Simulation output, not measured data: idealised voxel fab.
Proc. module: voxel lift off
It is cross-section cut that appears here, measuring 295 nm in width, its square cells being 5 nm in size.
Throughout this document, each cross-section is represented as a grid of square cells and is presented as a sequence of bands enumerated from the top downward, where a band comprises one or more rows of cells. Read a band's entry like this: the first values are the height of its top and the height of its bottom in nm, and what follows is the sequence of materials from left to right, each with its width in nm. Note that "empty" is empty space, and that a single material marked "throughout" reaches across the band from edge to edge. The reference from which all heights are counted is 0, the level beneath which the as-received wafer is entirely one material; the lowest band, having no lower bound, proceeds downward and is written after the example "z 0 and below". Width "30..40": first value at the band's top row of cells, second value at its bottom row, equal change from row to row. Step note "everything unchanged" = no cross-section cell changed. If an empty space has no open way to the top and is at least 8 cells in size, "Sealed void listing" lists it, written width x height at distance, where distance is measured from the left edge and every value is in nm. Anything after a step's settings on that line? It's the simulator's own note about the step. The "overlay nm" setting may appear on a step's line; for a step that uses a mask, it gives how far to the right of its planned position the mask lay, and a negative value indicates the left.

LIST OF PLANNED PROCESS STEPS
1. RECEIVE,material Si
2. CONFORMAL_DEP,material SiO2,thk nm 5
3. PATTERN,tone open,mask id LINES,material resist,width nm 20,pitch nm 40,thk nm 30,overlay nm 0
4. DIRECTIONAL_DEP,material Ru,thk nm 15
5. STRIP,etch materials resist
6. CONFORMAL_DEP,material SiN,thk nm 5

THE FIRST WAFER OF TWO, PROCESSED AS PLANNED

STEP 1 COMPLETE: CROSS-SECTION OF THE WAFER AS RECEIVED
	z 0 and below = Si throughout
	Sealed void listing: none

AFTER STEP 2
	z 5 to 0 = SiO2 throughout
	Rest of section, below 0: as before.

AFTER STEP 3
	z 35 to 5 = resist: 115, empty: 20, resist: 20, empty: 20, resist: 120
	Rest of section, below 5: as before.

AFTER STEP 4
	z 50 to 35 = Ru: 115, empty: 20, Ru: 20, empty: 20, Ru: 120
	z 35 to 20 = resist: 115, empty: 20, resist: 20, empty: 20, resist: 120
	z 20 to 5 = resist: 115, Ru: 20, resist: 20, Ru: 20, resist: 120
	Rest of section, below 5: as before.

AFTER STEP 5
	z 20 to 5 = empty: 115, Ru: 20, empty: 20, Ru: 20, empty: 120
	Rest of section, below 5: as before.

AFTER STEP 6
	z 25 to 20 = empty: 110, SiN: 30, empty: 10, SiN: 30, empty: 115
	z 20 to 10 = empty: 110, SiN: 5, Ru: 20, SiN: 5, empty: 10, SiN: 5, Ru: 20, SiN: 5, empty: 115
	z 10 to 5 = SiN: 115, Ru: 20, SiN: 20, Ru: 20, SiN: 120
	Rest of section, below 5: as before.

SECOND WAFER: LIKE START, LIKE PLAN, ONE MISTAKE. THROUGH STEP 5 IT MATCHES THE FIRST WAFER

Cross-sectional representation of the second wafer at the time designated in the plan for the completion of step 6: everything unchanged
What broke from the plan during processing? step 6 of the plan got skipped, so it never ran
The closing comparison, in cells, has the second wafer with more or fewer of some materials than the first: SiN: 71 fewer
